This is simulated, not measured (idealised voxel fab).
The name of this process module is voxel transistor to metal.
Section cut is 150 nm wide and gridded with 5 nm square cells.
A cross-section is written here as square cells arranged in a grid, and it is given in bands from the top down, each band taking up one or more rows of cells.
This entry defines a band. It first specifies the height of the band's top and the height of its bottom in nm, and then specifies the band's materials from left to right, stating each material with its width in nm. The word "full width" identifies a single material that fills the band from edge to edge, while the word "empty" identifies empty space.
Basically, 0 is our baseline, since under it the wafer straight out of the box is all one material. The bottom band has no lower end and keeps on going down, so it looks like "top 0, no bottom".
When a width is written as two numbers, as in "30..40", the first number is the width in the top row of cells of the band and the second is the width in its bottom row, and the width changes by the same amount from each row to the next.
Basically "same as before" means that step didn't change any cell in the cross-section.
Look at "Enclosed internal cavities" for the closed voids: empty spaces with no open path to the top, sized 8 cells or up. Each is width x height at distance, distance from the left edge, all nm.
It should be noted that, on the line of a given step, the content following the step's settings is a remark produced by the simulator itself with respect to that step.
On any step carrying a mask, the "overlay nm" setting, if present on the step's line, tells how far right of its planned place the mask lay; negative values point to the left.
-- plan
step 1: RECEIVE with material Si
step 2: CONFORMAL_DEP with material SiO2, thk nm 5
step 3: CONFORMAL_DEP with material SiN, thk nm 15
step 4: DIRECTIONAL_DEP with material aC, thk nm 15
step 5: PATTERN with tone cover, mask id ACTIVE, material resist, width nm 95, thk nm 30, overlay nm 0
step 6: DIRECTIONAL_ETCH with etch materials aC, depth nm 15
step 7: STRIP with etch materials resist
step 8: DIRECTIONAL_ETCH with etch materials SiN, depth nm 15
step 9: DIRECTIONAL_ETCH with etch materials SiO2, depth nm 5
step 10: DIRECTIONAL_ETCH with etch materials Si, depth nm 30
step 11: STRIP with etch materials aC
step 12: FILL_DEP with material SiO2, thk nm 10
step 13: CMP with height nm 20
step 14: SELECTIVE_ETCH with etch materials SiO2, depth nm 10
step 15: STRIP with etch materials SiN
step 16: SELECTIVE_ETCH with etch materials SiO2, depth nm 5
step 17: OXIDIZE with depth nm 5
step 18: DIRECTIONAL_DEP with material polySi, thk nm 25
step 19: DIRECTIONAL_DEP with material SiCN, thk nm 15
step 20: PATTERN with tone cover, mask id GATE, material resist, width nm 15, thk nm 15, overlay nm 0
step 21: DIRECTIONAL_ETCH with etch materials SiCN, depth nm 25
step 22: DIRECTIONAL_ETCH with etch materials polySi, depth nm 35
step 23: STRIP with etch materials resist
step 24: CONFORMAL_DEP with material SiN, thk nm 10
step 25: DIRECTIONAL_ETCH with etch materials SiN, depth nm 10
step 26: DIRECTIONAL_ETCH with etch materials SiO2, depth nm 5
step 27: EPI with material SiGe, thk nm 5
step 28: FILL_DEP with material SiO2, thk nm 10
step 29: CMP with height nm 40
step 30: DIRECTIONAL_DEP with material SiO2, thk nm 15
step 31: MASKED_ETCH with tone open, mask id CONTACT, width nm 20, pitch nm 65, etch materials SiO2, depth nm 55, overlay nm 0
step 32: CONFORMAL_DEP with material TiN, thk nm 5
step 33: FILL_DEP with material W, thk nm 10
step 34: CMP with height nm 55
step 35: CONFORMAL_DEP with material SiCN, thk nm 5
step 36: DIRECTIONAL_DEP with material SiO2, thk nm 25
step 37: DIRECTIONAL_DEP with material aC, thk nm 10
step 38: PATTERN with tone open, mask id METAL_1, material resist, width nm 20, pitch nm 65, thk nm 25, overlay nm 0
step 39: DIRECTIONAL_ETCH with etch materials aC, depth nm 10
step 40: STRIP with etch materials resist
step 41: DIRECTIONAL_ETCH with etch materials SiO2, depth nm 25
step 42: DIRECTIONAL_ETCH with etch materials SiCN, depth nm 5
step 43: STRIP with etch materials aC
step 44: CONFORMAL_DEP with material TiN, thk nm 5
step 45: FILL_DEP with material Cu, thk nm 10
step 46: CMP with height nm 85
step 47: EPI with material Ru, thk nm 5
step 48: FILL_DEP with material SiCN, thk nm 5
step 49: DIRECTIONAL_DEP with material SiO2, thk nm 25
step 50: PATTERN with tone open, mask id METAL_2, material resist, width nm 20, pitch nm 65, thk nm 20, overlay nm 0
step 51: DIRECTIONAL_ETCH with etch materials SiO2, depth nm 15
step 52: STRIP with etch materials resist
step 53: DIRECTIONAL_DEP with material aC, thk nm 10
step 54: PATTERN with tone open, mask id METAL_2_HOLES, material resist, width nm 15, pitch nm 65, thk nm 30, overlay nm 0
step 55: DIRECTIONAL_ETCH with etch materials aC, depth nm 10
step 56: STRIP with etch materials resist
step 57: DIRECTIONAL_ETCH with etch materials SiO2, depth nm 10
step 58: DIRECTIONAL_ETCH with etch materials SiCN, depth nm 5
step 59: STRIP with etch materials aC
step 60: CONFORMAL_DEP with material TiN, thk nm 5
step 61: FILL_DEP with material Cu, thk nm 5
step 62: CMP with height nm 120
step 63: CONFORMAL_DEP with material SiN, thk nm 5
-- Below: the first of two wafers, run as planned
-- Cross-section: wafer on arrival = after step 1
  top 0, no bottom = Si full width
  Enclosed internal cavities: none
-- Wafer after step 2 (cross-section)
  top 5, bottom 0 = SiO2 full width
  Unchanged below 0.
-- Wafer after step 3 (cross-section)
  top 20, bottom 5 = SiN full width
  Unchanged below 5.
-- Wafer after step 4 (cross-section)
  top 35, bottom 20 = aC full width
  Unchanged below 20.
-- Wafer after step 5 (cross-section)
  top 65, bottom 35 = 25 empty, then 95 resist, then 30 empty
  Unchanged below 35.
-- Wafer after step 6 (cross-section)
  top 50, bottom 35 = 25 empty, then 95 resist, then 30 empty
  top 35, bottom 20 = 25 empty, then 95 aC, then 30 empty
  Unchanged below 20.
-- Wafer after step 7 (cross-section)
  top 35, bottom 20 = 25 empty, then 95 aC, then 30 empty
  Unchanged below 20.
-- Wafer after step 8 (cross-section)
  top 35, bottom 20 = 25 empty, then 95 aC, then 30 empty
  top 20, bottom 5 = 25 empty, then 95 SiN, then 30 empty
  Unchanged below 5.
-- Wafer after step 9 (cross-section)
  top 35, bottom 20 = 25 empty, then 95 aC, then 30 empty
  top 20, bottom 5 = 25 empty, then 95 SiN, then 30 empty
  top 5, bottom 0 = 25 empty, then 95 SiO2, then 30 empty
  Unchanged below 0.
-- Wafer after step 10 (cross-section)
  top 35, bottom 20 = 25 empty, then 95 aC, then 30 empty
  top 20, bottom 5 = 25 empty, then 95 SiN, then 30 empty
  top 5, bottom 0 = 25 empty, then 95 SiO2, then 30 empty
  top 0, bottom -30 = 25 empty, then 95 Si, then 30 empty
  Unchanged below -30.
-- Wafer after step 11 (cross-section)
  top 20, bottom 5 = 25 empty, then 95 SiN, then 30 empty
  Unchanged below 5.
-- Wafer after step 12 (cross-section)
  top 30, bottom 20 = SiO2 full width
  top 20, bottom 5 = 25 SiO2, then 95 SiN, then 30 SiO2
  top 5, bottom 0 = SiO2 full width
  top 0, bottom -30 = 25 SiO2, then 95 Si, then 30 SiO2
  Unchanged below -30.
-- Wafer after step 13 (cross-section)
  top 20, bottom 5 = 25 SiO2, then 95 SiN, then 30 SiO2
  Unchanged below 5.
-- Wafer after step 14 (cross-section)
  top 20, bottom 10 = 25 empty, then 95 SiN, then 30 empty
  Unchanged below 10.
-- Wafer after step 15 (cross-section)
  top 10, bottom 5 = 25 SiO2, then 95 empty, then 30 SiO2
  Unchanged below 5.
-- Wafer after step 16 (cross-section)
  top 5, bottom 0 = 20 SiO2, then 105 empty, then 25 SiO2
  Unchanged below 0.
-- Wafer after step 17 (cross-section)
  top 5, bottom 0 = 20 SiO2, then 105 empty, then 25 SiO2
  top 0, bottom -5 = SiO2 full width
  Unchanged below -5.
-- Wafer after step 18 (cross-section)
  top 30, bottom 25 = 20 polySi, then 105 empty, then 25 polySi
  top 25, bottom 5 = polySi full width
  top 5, bottom 0 = 20 SiO2, then 105 polySi, then 25 SiO2
  Unchanged below 0.
-- Wafer after step 19 (cross-section)
  top 45, bottom 40 = 20 SiCN, then 105 empty, then 25 SiCN
  top 40, bottom 30 = SiCN full width
  top 30, bottom 25 = 20 polySi, then 105 SiCN, then 25 polySi
  Unchanged below 25.
-- Wafer after step 20 (cross-section)
  top 60, bottom 45 = 65 empty, then 15 resist, then 70 empty
  top 45, bottom 40 = 20 SiCN, then 45 empty, then 15 resist, then 45 empty, then 25 SiCN
  Unchanged below 40.
-- Wafer after step 21 (cross-section)
  top 60, bottom 40 = 65 empty, then 15 resist, then 70 empty
  top 40, bottom 30 = 65 empty, then 15 SiCN, then 70 empty
  top 30, bottom 25 = 20 polySi, then 45 empty, then 15 SiCN, then 45 empty, then 25 polySi
  Unchanged below 25.
-- Wafer after step 22 (cross-section)
  top 60, bottom 40 = 65 empty, then 15 resist, then 70 empty
  top 40, bottom 25 = 65 empty, then 15 SiCN, then 70 empty
  top 25, bottom 5 = 65 empty, then 15 polySi, then 70 empty
  top 5, bottom 0 = 20 SiO2, then 45 empty, then 15 polySi, then 45 empty, then 25 SiO2
  Unchanged below 0.
-- Wafer after step 23 (cross-section)
  top 40, bottom 25 = 65 empty, then 15 SiCN, then 70 empty
  Unchanged below 25.
-- Wafer after step 24 (cross-section)
  top 50, bottom 40 = 55 empty, then 35 SiN, then 60 empty
  top 40, bottom 25 = 55 empty, then 10 SiN, then 15 SiCN, then 10 SiN, then 60 empty
  top 25, bottom 15 = 55 empty, then 10 SiN, then 15 polySi, then 10 SiN, then 60 empty
  top 15, bottom 10 = 30 SiN, then 25 empty, then 10 SiN, then 15 polySi, then 10 SiN, then 25 empty, then 35 SiN
  top 10, bottom 5 = 65 SiN, then 15 polySi, then 70 SiN
  top 5, bottom 0 = 20 SiO2, then 45 SiN, then 15 polySi, then 45 SiN, then 25 SiO2
  Unchanged below 0.
-- Wafer after step 25 (cross-section)
  top 40, bottom 25 = 55 empty, then 10 SiN, then 15 SiCN, then 10 SiN, then 60 empty
  top 25, bottom 5 = 55 empty, then 10 SiN, then 15 polySi, then 10 SiN, then 60 empty
  top 5, bottom 0 = 20 SiO2, then 10 SiN, then 25 empty, then 10 SiN, then 15 polySi, then 10 SiN, then 25 empty, then 10 SiN, then 25 SiO2
  Unchanged below 0.
-- Wafer after step 26 (cross-section)
  top 40, bottom 25 = 55 empty, then 10 SiN, then 15 SiCN, then 10 SiN, then 60 empty
  top 25, bottom 5 = 55 empty, then 10 SiN, then 15 polySi, then 10 SiN, then 60 empty
  top 5, bottom 0 = 20 empty, then 10 SiN, then 25 empty, then 10 SiN, then 15 polySi, then 10 SiN, then 25 empty, then 10 SiN, then 25 empty
  top 0, bottom -5 = 30 SiO2, then 25 empty, then 35 SiO2, then 25 empty, then 35 SiO2
  Unchanged below -5.
-- Wafer after step 27 (cross-section)
  top 40, bottom 25 = 55 empty, then 10 SiN, then 15 SiCN, then 10 SiN, then 60 empty
  top 25, bottom 5 = 55 empty, then 10 SiN, then 15 polySi, then 10 SiN, then 60 empty
  top 5, bottom 0 = 20 empty, then 10 SiN, then 25 empty, then 10 SiN, then 15 polySi, then 10 SiN, then 25 empty, then 10 SiN, then 25 empty
  top 0, bottom -5 = 30 SiO2, then 25 SiGe, then 35 SiO2, then 25 SiGe, then 35 SiO2
  Unchanged below -5.
-- Wafer after step 28 (cross-section)
  top 50, bottom 40 = SiO2 full width
  top 40, bottom 25 = 55 SiO2, then 10 SiN, then 15 SiCN, then 10 SiN, then 60 SiO2
  top 25, bottom 5 = 55 SiO2, then 10 SiN, then 15 polySi, then 10 SiN, then 60 SiO2
  top 5, bottom 0 = 20 SiO2, then 10 SiN, then 25 SiO2, then 10 SiN, then 15 polySi, then 10 SiN, then 25 SiO2, then 10 SiN, then 25 SiO2
  Unchanged below 0.
-- Wafer after step 29 (cross-section)
  top 40, bottom 25 = 55 SiO2, then 10 SiN, then 15 SiCN, then 10 SiN, then 60 SiO2
  Unchanged below 25.
-- Wafer after step 30 (cross-section)
  top 55, bottom 40 = SiO2 full width
  Unchanged below 40.
-- Wafer after step 31 (cross-section)
  top 55, bottom 40 = 30 SiO2, then 20 empty, then 45 SiO2, then 20 empty, then 35 SiO2
  top 40, bottom 25 = 30 SiO2, then 20 empty, then 5 SiO2, then 10 SiN, then 15 SiCN, then 10 SiN, then 5 SiO2, then 20 empty, then 35 SiO2
  top 25, bottom 5 = 30 SiO2, then 20 empty, then 5 SiO2, then 10 SiN, then 15 polySi, then 10 SiN, then 5 SiO2, then 20 empty, then 35 SiO2
  top 5, bottom 0 = 20 SiO2, then 10 SiN, then 20 empty, then 5 SiO2, then 10 SiN, then 15 polySi, then 10 SiN, then 5 SiO2, then 20 empty, then 10 SiN, then 25 SiO2
  Unchanged below 0.
-- Wafer after step 32 (cross-section)
  top 60, bottom 55 = 35 TiN, then 10 empty, then 55 TiN, then 10 empty, then 40 TiN
  top 55, bottom 40 = 30 SiO2, then 5 TiN, then 10 empty, then 5 TiN, then 45 SiO2, then 5 TiN, then 10 empty, then 5 TiN, then 35 SiO2
  top 40, bottom 25 = 30 SiO2, then 5 TiN, then 10 empty, then 5 TiN, then 5 SiO2, then 10 SiN, then 15 SiCN, then 10 SiN, then 5 SiO2, then 5 TiN, then 10 empty, then 5 TiN, then 35 SiO2
  top 25, bottom 5 = 30 SiO2, then 5 TiN, then 10 empty, then 5 TiN, then 5 SiO2, then 10 SiN, then 15 polySi, then 10 SiN, then 5 SiO2, then 5 TiN, then 10 empty, then 5 TiN, then 35 SiO2
  top 5, bottom 0 = 20 SiO2, then 10 SiN, then 20 TiN, then 5 SiO2, then 10 SiN, then 15 polySi, then 10 SiN, then 5 SiO2, then 20 TiN, then 10 SiN, then 25 SiO2
  Unchanged below 0.
-- Wafer after step 33 (cross-section)
  top 70, bottom 60 = W full width
  top 60, bottom 55 = 35 TiN, then 10 W, then 55 TiN, then 10 W, then 40 TiN
  top 55, bottom 40 = 30 SiO2, then 5 TiN, then 10 W, then 5 TiN, then 45 SiO2, then 5 TiN, then 10 W, then 5 TiN, then 35 SiO2
  top 40, bottom 25 = 30 SiO2, then 5 TiN, then 10 W, then 5 TiN, then 5 SiO2, then 10 SiN, then 15 SiCN, then 10 SiN, then 5 SiO2, then 5 TiN, then 10 W, then 5 TiN, then 35 SiO2
  top 25, bottom 5 = 30 SiO2, then 5 TiN, then 10 W, then 5 TiN, then 5 SiO2, then 10 SiN, then 15 polySi, then 10 SiN, then 5 SiO2, then 5 TiN, then 10 W, then 5 TiN, then 35 SiO2
  Unchanged below 5.
-- Wafer after step 34 (cross-section)
  top 55, bottom 40 = 30 SiO2, then 5 TiN, then 10 W, then 5 TiN, then 45 SiO2, then 5 TiN, then 10 W, then 5 TiN, then 35 SiO2
  Unchanged below 40.
-- Wafer after step 35 (cross-section)
  top 60, bottom 55 = SiCN full width
  Unchanged below 55.
-- Wafer after step 36 (cross-section)
  top 85, bottom 60 = SiO2 full width
  Unchanged below 60.
-- Wafer after step 37 (cross-section)
  top 95, bottom 85 = aC full width
  Unchanged below 85.
-- Wafer after step 38 (cross-section)
  top 120, bottom 95 = 30 resist, then 20 empty, then 45 resist, then 20 empty, then 35 resist
  Unchanged below 95.
-- Wafer after step 39 (cross-section)
  top 110, bottom 95 = 30 resist, then 20 empty, then 45 resist, then 20 empty, then 35 resist
  top 95, bottom 85 = 30 aC, then 20 empty, then 45 aC, then 20 empty, then 35 aC
  Unchanged below 85.
-- Wafer after step 40 (cross-section)
  top 95, bottom 85 = 30 aC, then 20 empty, then 45 aC, then 20 empty, then 35 aC
  Unchanged below 85.
-- Wafer after step 41 (cross-section)
  top 95, bottom 85 = 30 aC, then 20 empty, then 45 aC, then 20 empty, then 35 aC
  top 85, bottom 60 = 30 SiO2, then 20 empty, then 45 SiO2, then 20 empty, then 35 SiO2
  Unchanged below 60.
-- Wafer after step 42 (cross-section)
  top 95, bottom 85 = 30 aC, then 20 empty, then 45 aC, then 20 empty, then 35 aC
  top 85, bottom 60 = 30 SiO2, then 20 empty, then 45 SiO2, then 20 empty, then 35 SiO2
  top 60, bottom 55 = 30 SiCN, then 20 empty, then 45 SiCN, then 20 empty, then 35 SiCN
  Unchanged below 55.
-- Wafer after step 43 (cross-section)
  top 85, bottom 60 = 30 SiO2, then 20 empty, then 45 SiO2, then 20 empty, then 35 SiO2
  Unchanged below 60.
-- Wafer after step 44 (cross-section)
  top 90, bottom 85 = 35 TiN, then 10 empty, then 55 TiN, then 10 empty, then 40 TiN
  top 85, bottom 60 = 30 SiO2, then 5 TiN, then 10 empty, then 5 TiN, then 45 SiO2, then 5 TiN, then 10 empty, then 5 TiN, then 35 SiO2
  top 60, bottom 55 = 30 SiCN, then 20 TiN, then 45 SiCN, then 20 TiN, then 35 SiCN
  Unchanged below 55.
-- Wafer after step 45 (cross-section)
  top 100, bottom 90 = Cu full width
  top 90, bottom 85 = 35 TiN, then 10 Cu, then 55 TiN, then 10 Cu, then 40 TiN
  top 85, bottom 60 = 30 SiO2, then 5 TiN, then 10 Cu, then 5 TiN, then 45 SiO2, then 5 TiN, then 10 Cu, then 5 TiN, then 35 SiO2
  Unchanged below 60.
-- Wafer after step 46 (cross-section)
  top 85, bottom 60 = 30 SiO2, then 5 TiN, then 10 Cu, then 5 TiN, then 45 SiO2, then 5 TiN, then 10 Cu, then 5 TiN, then 35 SiO2
  Unchanged below 60.
-- Wafer after step 47 (cross-section)
  top 90, bottom 85 = 25 empty, then 30 Ru, then 35 empty, then 30 Ru, then 30 empty
  Unchanged below 85.
-- Wafer after step 48 (cross-section)
  top 95, bottom 90 = SiCN full width
  top 90, bottom 85 = 25 SiCN, then 30 Ru, then 35 SiCN, then 30 Ru, then 30 SiCN
  Unchanged below 85.
-- Wafer after step 49 (cross-section)
  top 120, bottom 95 = SiO2 full width
  Unchanged below 95.
-- Wafer after step 50 (cross-section)
  top 140, bottom 120 = 30 resist, then 20 empty, then 45 resist, then 20 empty, then 35 resist
  Unchanged below 120.
-- Wafer after step 51 (cross-section)
  top 140, bottom 120 = 30 resist, then 20 empty, then 45 resist, then 20 empty, then 35 resist
  top 120, bottom 105 = 30 SiO2, then 20 empty, then 45 SiO2, then 20 empty, then 35 SiO2
  Unchanged below 105.
-- Wafer after step 52 (cross-section)
  top 120, bottom 105 = 30 SiO2, then 20 empty, then 45 SiO2, then 20 empty, then 35 SiO2
  Unchanged below 105.
-- Wafer after step 53 (cross-section)
  top 130, bottom 120 = 30 aC, then 20 empty, then 45 aC, then 20 empty, then 35 aC
  top 120, bottom 115 = 30 SiO2, then 20 empty, then 45 SiO2, then 20 empty, then 35 SiO2
  top 115, bottom 105 = 30 SiO2, then 20 aC, then 45 SiO2, then 20 aC, then 35 SiO2
  Unchanged below 105.
-- Wafer after step 54 (cross-section)
  top 160, bottom 130 = 30 resist, then 15 empty, then 50 resist, then 15 empty, then 40 resist
  top 130, bottom 120 = 30 aC, then 15 empty, then 5 resist, then 45 aC, then 15 empty, then 5 resist, then 35 aC
  top 120, bottom 115 = 30 SiO2, then 15 empty, then 5 resist, then 45 SiO2, then 15 empty, then 5 resist, then 35 SiO2
  Unchanged below 115.
-- Wafer after step 55 (cross-section)
  top 150, bottom 130 = 30 resist, then 15 empty, then 50 resist, then 15 empty, then 40 resist
  top 130, bottom 120 = 30 aC, then 15 empty, then 5 resist, then 45 aC, then 15 empty, then 5 resist, then 35 aC
  top 120, bottom 115 = 30 SiO2, then 15 empty, then 5 resist, then 45 SiO2, then 15 empty, then 5 resist, then 35 SiO2
  top 115, bottom 105 = 30 SiO2, then 15 empty, then 5 aC, then 45 SiO2, then 15 empty, then 5 aC, then 35 SiO2
  Unchanged below 105.
-- Wafer after step 56 (cross-section)
  top 130, bottom 120 = 30 aC, then 20 empty, then 45 aC, then 20 empty, then 35 aC
  top 120, bottom 115 = 30 SiO2, then 20 empty, then 45 SiO2, then 20 empty, then 35 SiO2
  Unchanged below 115.
-- Wafer after step 57 (cross-section)
  top 130, bottom 120 = 30 aC, then 20 empty, then 45 aC, then 20 empty, then 35 aC
  top 120, bottom 115 = 30 SiO2, then 20 empty, then 45 SiO2, then 20 empty, then 35 SiO2
  top 115, bottom 105 = 30 SiO2, then 15 empty, then 5 aC, then 45 SiO2, then 15 empty, then 5 aC, then 35 SiO2
  top 105, bottom 95 = 30 SiO2, then 15 empty, then 50 SiO2, then 15 empty, then 40 SiO2
  Unchanged below 95.
-- Wafer after step 58 (cross-section)
  top 130, bottom 120 = 30 aC, then 20 empty, then 45 aC, then 20 empty, then 35 aC
  top 120, bottom 115 = 30 SiO2, then 20 empty, then 45 SiO2, then 20 empty, then 35 SiO2
  top 115, bottom 105 = 30 SiO2, then 15 empty, then 5 aC, then 45 SiO2, then 15 empty, then 5 aC, then 35 SiO2
  top 105, bottom 95 = 30 SiO2, then 15 empty, then 50 SiO2, then 15 empty, then 40 SiO2
  top 95, bottom 90 = 30 SiCN, then 15 empty, then 50 SiCN, then 15 empty, then 40 SiCN
  Unchanged below 90.
-- Wafer after step 59 (cross-section)
  top 120, bottom 105 = 30 SiO2, then 20 empty, then 45 SiO2, then 20 empty, then 35 SiO2
  Unchanged below 105.
-- Wafer after step 60 (cross-section)
  top 125, bottom 120 = 35 TiN, then 10 empty, then 55 TiN, then 10 empty, then 40 TiN
  top 120, bottom 110 = 30 SiO2, then 5 TiN, then 10 empty, then 5 TiN, then 45 SiO2, then 5 TiN, then 10 empty, then 5 TiN, then 35 SiO2
  top 110, bottom 105 = 30 SiO2, then 5 TiN, then 5 empty, then 10 TiN, then 45 SiO2, then 5 TiN, then 5 empty, then 10 TiN, then 35 SiO2
  top 105, bottom 95 = 30 SiO2, then 5 TiN, then 5 empty, then 5 TiN, then 50 SiO2, then 5 TiN, then 5 empty, then 5 TiN, then 40 SiO2
  top 95, bottom 90 = 30 SiCN, then 15 TiN, then 50 SiCN, then 15 TiN, then 40 SiCN
  Unchanged below 90.
-- Wafer after step 61 (cross-section)
  top 130, bottom 125 = Cu full width
  top 125, bottom 120 = 35 TiN, then 10 Cu, then 55 TiN, then 10 Cu, then 40 TiN
  top 120, bottom 110 = 30 SiO2, then 5 TiN, then 10 Cu, then 5 TiN, then 45 SiO2, then 5 TiN, then 10 Cu, then 5 TiN, then 35 SiO2
  top 110, bottom 105 = 30 SiO2, then 5 TiN, then 5 Cu, then 10 TiN, then 45 SiO2, then 5 TiN, then 5 Cu, then 10 TiN, then 35 SiO2
  top 105, bottom 95 = 30 SiO2, then 5 TiN, then 5 Cu, then 5 TiN, then 50 SiO2, then 5 TiN, then 5 Cu, then 5 TiN, then 40 SiO2
  Unchanged below 95.
-- Wafer after step 62 (cross-section)
  top 120, bottom 110 = 30 SiO2, then 5 TiN, then 10 Cu, then 5 TiN, then 45 SiO2, then 5 TiN, then 10 Cu, then 5 TiN, then 35 SiO2
  Unchanged below 110.
-- Wafer after step 63 (cross-section)
  top 125, bottom 120 = SiN full width
  Unchanged below 120.
-- Okay, second wafer. Nothing different at the start, nothing different in the plan, just one mistake somewhere in the running. As far as step 47, counting that step, it's the first wafer all over again
Here is the second wafer in cross-section at the point where step 48 of the plan should have been done: same as before
-- Here is the second wafer in cross-section at the point where step 49 of the plan should have been done
  top 115, bottom 110 = 25 empty, then 30 SiO2, then 35 empty, then 30 SiO2, then 30 empty
  top 110, bottom 90 = SiO2 full width
  top 90, bottom 85 = 25 SiO2, then 30 Ru, then 35 SiO2, then 30 Ru, then 30 SiO2
  Unchanged below 85.
-- Here is the second wafer in cross-section at the point where step 50 of the plan should have been done
  top 135, bottom 115 = 30 resist, then 20 empty, then 45 resist, then 20 empty, then 35 resist
  top 115, bottom 110 = 25 resist, then 30 SiO2, then 35 resist, then 30 SiO2, then 30 resist
  Unchanged below 110.
-- Here is the second wafer in cross-section at the point where step 51 of the plan should have been done
  top 135, bottom 115 = 30 resist, then 20 empty, then 45 resist, then 20 empty, then 35 resist
  top 115, bottom 110 = 25 resist, then 5 SiO2, then 20 empty, then 5 SiO2, then 35 resist, then 5 SiO2, then 20 empty, then 5 SiO2, then 30 resist
  top 110, bottom 100 = 30 SiO2, then 20 empty, then 45 SiO2, then 20 empty, then 35 SiO2
  Unchanged below 100.
-- Here is the second wafer in cross-section at the point where step 52 of the plan should have been done
  top 115, bottom 110 = 25 empty, then 5 SiO2, then 20 empty, then 5 SiO2, then 35 empty, then 5 SiO2, then 20 empty, then 5 SiO2, then 30 empty
  Unchanged below 110.
-- Here is the second wafer in cross-section at the point where step 53 of the plan should have been done
  top 125, bottom 120 = 25 empty, then 5 aC, then 20 empty, then 5 aC, then 35 empty, then 5 aC, then 20 empty, then 5 aC, then 30 empty
  top 120, bottom 115 = 30 aC, then 20 empty, then 45 aC, then 20 empty, then 35 aC
  top 115, bottom 110 = 25 aC, then 5 SiO2, then 20 empty, then 5 SiO2, then 35 aC, then 5 SiO2, then 20 empty, then 5 SiO2, then 30 aC
  top 110, bottom 100 = 30 SiO2, then 20 aC, then 45 SiO2, then 20 aC, then 35 SiO2
  Unchanged below 100.
-- Here is the second wafer in cross-section at the point where step 54 of the plan should have been done
  top 155, bottom 125 = 30 resist, then 15 empty, then 50 resist, then 15 empty, then 40 resist
  top 125, bottom 120 = 25 resist, then 5 aC, then 15 empty, then 5 resist, then 5 aC, then 35 resist, then 5 aC, then 15 empty, then 5 resist, then 5 aC, then 30 resist
  top 120, bottom 115 = 30 aC, then 15 empty, then 5 resist, then 45 aC, then 15 empty, then 5 resist, then 35 aC
  top 115, bottom 110 = 25 aC, then 5 SiO2, then 15 empty, then 5 resist, then 5 SiO2, then 35 aC, then 5 SiO2, then 15 empty, then 5 resist, then 5 SiO2, then 30 aC
  Unchanged below 110.
-- Here is the second wafer in cross-section at the point where step 55 of the plan should have been done
  top 145, bottom 125 = 30 resist, then 15 empty, then 50 resist, then 15 empty, then 40 resist
  top 125, bottom 120 = 25 resist, then 5 aC, then 15 empty, then 5 resist, then 5 aC, then 35 resist, then 5 aC, then 15 empty, then 5 resist, then 5 aC, then 30 resist
  top 120, bottom 115 = 30 aC, then 15 empty, then 5 resist, then 45 aC, then 15 empty, then 5 resist, then 35 aC
  top 115, bottom 110 = 25 aC, then 5 SiO2, then 15 empty, then 5 resist, then 5 SiO2, then 35 aC, then 5 SiO2, then 15 empty, then 5 resist, then 5 SiO2, then 30 aC
  top 110, bottom 100 = 30 SiO2, then 15 empty, then 5 aC, then 45 SiO2, then 15 empty, then 5 aC, then 35 SiO2
  Unchanged below 100.
-- Here is the second wafer in cross-section at the point where step 56 of the plan should have been done
  top 125, bottom 120 = 25 empty, then 5 aC, then 20 empty, then 5 aC, then 35 empty, then 5 aC, then 20 empty, then 5 aC, then 30 empty
  top 120, bottom 115 = 30 aC, then 20 empty, then 45 aC, then 20 empty, then 35 aC
  top 115, bottom 110 = 25 aC, then 5 SiO2, then 20 empty, then 5 SiO2, then 35 aC, then 5 SiO2, then 20 empty, then 5 SiO2, then 30 aC
  Unchanged below 110.
-- Here is the second wafer in cross-section at the point where step 57 of the plan should have been done
  top 125, bottom 120 = 25 empty, then 5 aC, then 20 empty, then 5 aC, then 35 empty, then 5 aC, then 20 empty, then 5 aC, then 30 empty
  top 120, bottom 115 = 30 aC, then 20 empty, then 45 aC, then 20 empty, then 35 aC
  top 115, bottom 110 = 25 aC, then 5 SiO2, then 20 empty, then 5 SiO2, then 35 aC, then 5 SiO2, then 20 empty, then 5 SiO2, then 30 aC
  top 110, bottom 100 = 30 SiO2, then 15 empty, then 5 aC, then 45 SiO2, then 15 empty, then 5 aC, then 35 SiO2
  top 100, bottom 90 = 30 SiO2, then 15 empty, then 50 SiO2, then 15 empty, then 40 SiO2
  Unchanged below 90.
Here is the second wafer in cross-section at the point where step 58 of the plan should have been done: same as before
-- Here is the second wafer in cross-section at the point where step 59 of the plan should have been done
  top 115, bottom 110 = 25 empty, then 5 SiO2, then 20 empty, then 5 SiO2, then 35 empty, then 5 SiO2, then 20 empty, then 5 SiO2, then 30 empty
  top 110, bottom 100 = 30 SiO2, then 20 empty, then 45 SiO2, then 20 empty, then 35 SiO2
  Unchanged below 100.
-- Here is the second wafer in cross-section at the point where step 60 of the plan should have been done
  top 120, bottom 115 = 20 empty, then 15 TiN, then 10 empty, then 15 TiN, then 25 empty, then 15 TiN, then 10 empty, then 15 TiN, then 25 empty
  top 115, bottom 110 = 25 TiN, then 5 SiO2, then 5 TiN, then 10 empty, then 5 TiN, then 5 SiO2, then 35 TiN, then 5 SiO2, then 5 TiN, then 10 empty, then 5 TiN, then 5 SiO2, then 30 TiN
  top 110, bottom 100 = 30 SiO2, then 5 TiN, then 10..5 empty, then 5..10 TiN, then 45 SiO2, then 5 TiN, then 10..5 empty, then 5..10 TiN, then 35 SiO2
  top 100, bottom 95 = 30 SiO2, then 5 TiN, then 5 empty, then 5 TiN, then 50 SiO2, then 5 TiN, then 5 empty, then 5 TiN, then 40 SiO2
  top 95, bottom 90 = 30 SiO2, then 15 TiN, then 50 SiO2, then 15 TiN, then 40 SiO2
  Unchanged below 90.
-- Here is the second wafer in cross-section at the point where step 61 of the plan should have been done
  top 125, bottom 120 = Cu full width
  top 120, bottom 115 = 20 Cu, then 15 TiN, then 10 Cu, then 15 TiN, then 25 Cu, then 15 TiN, then 10 Cu, then 15 TiN, then 25 Cu
  top 115, bottom 110 = 25 TiN, then 5 SiO2, then 5 TiN, then 10 Cu, then 5 TiN, then 5 SiO2, then 35 TiN, then 5 SiO2, then 5 TiN, then 10 Cu, then 5 TiN, then 5 SiO2, then 30 TiN
  top 110, bottom 100 = 30 SiO2, then 5 TiN, then 10..5 Cu, then 5..10 TiN, then 45 SiO2, then 5 TiN, then 10..5 Cu, then 5..10 TiN, then 35 SiO2
  top 100, bottom 95 = 30 SiO2, then 5 TiN, then 5 Cu, then 5 TiN, then 50 SiO2, then 5 TiN, then 5 Cu, then 5 TiN, then 40 SiO2
  Unchanged below 95.
-- Here is the second wafer in cross-section at the point where step 62 of the plan should have been done
  top 120, bottom 115 = 20 Cu, then 15 TiN, then 10 Cu, then 15 TiN, then 25 Cu, then 15 TiN, then 10 Cu, then 15 TiN, then 25 Cu
  Unchanged below 115.
-- Here is the second wafer in cross-section at the point where step 63 of the plan should have been done
  top 125, bottom 120 = SiN full width
  Unchanged below 120.
Want to know what went wrong? plan step 48 was not performed, having been skipped
It is noted that, at the conclusion of processing, the second wafer exhibits a higher or lower cell count for certain materials relative to the first: +16 Cu | -42 SiCN | +26 TiN
